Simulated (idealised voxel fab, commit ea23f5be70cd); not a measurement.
A process module follows: voxel ribs on slabs.
We display cut, a cross-section 160 nm in width whose square cells are each 5 nm.
Just so we're on the same page, the cross-sections are grids of square cells, and they're listed out in bands top to bottom, each band one or more rows deep. In this notation a band is specified by the heights of its top and bottom, in that order and in nm, after which its materials appear from left to right, each paired with its width in nm. The word "everywhere" attached to a single material means that material fills the band from edge to edge; the word "air" stands for empty space. Basically, 0 is our baseline, since under it the wafer straight out of the box is all one material. The bottom band has no lower end and keeps on going down, so it looks like "0 and below". Width "30->40": first value at the band's top row of cells, second value at its bottom row, equal change from row to row. "no alteration", as given for a step, is the statement that not any cell of the cross-section underwent a change during that step. Closed empty spaces (no open way to the top) of 8 cells or more are what "Sealed-off cavities" lists, each as width x height at distance from the left edge, nm for all three. Step line, after settings: the simulator's comment on this step. You can add "overlay nm" to a step's line. For a step with a mask, it describes how far the mask lay to the right of its planned position, and a negative number describes a lay to the left.

Set out below are the planned steps of the process
1) RECEIVE (material Si)
2) DIRECTIONAL_DEP (material SiO2; thk nm 20)
3) DIRECTIONAL_DEP (material polySi; thk nm 20)
4) MASKED_ETCH (tone cover; mask id RIB; width nm 30; etch materials polySi; depth nm 5; overlay nm 0)
5) PATTERN (tone cover; mask id SLAB; material resist; width nm 80; thk nm 20; overlay nm 0)
6) DIRECTIONAL_ETCH (etch materials polySi; depth nm 15)
7) STRIP (etch materials resist)
8) FILL_DEP (material SiO2; thk nm 20)
9) CMP (height nm 55)
10) DIRECTIONAL_DEP (material W; thk nm 10)
11) MASKED_ETCH (tone cover; mask id HEATER; width nm 40; etch materials W; depth nm 10; overlay nm 0)
12) CONFORMAL_DEP (material SiN; thk nm 5)

So this is the incoming wafer in cross-section - it's already been through step 1
0 and below = Si everywhere
Sealed-off cavities: none

Below is the wafer in cross-section after the module was completed. It began from the starting point shown above and followed the plan shown above, except that one mistake was made while running it
70 down to 65 = air (55) / SiN (50) / air (55)
65 down to 60 = air (55) / SiN (5) / W (40) / SiN (5) / air (55)
60 down to 55 = SiN (60) / W (40) / SiN (60)
55 down to 20 = SiO2 everywhere
20 down to 0 = polySi everywhere
0 and below = Si everywhere
Sealed-off cavities: none
Here's what went sideways: steps 2 and 3: order swapped relative to plan
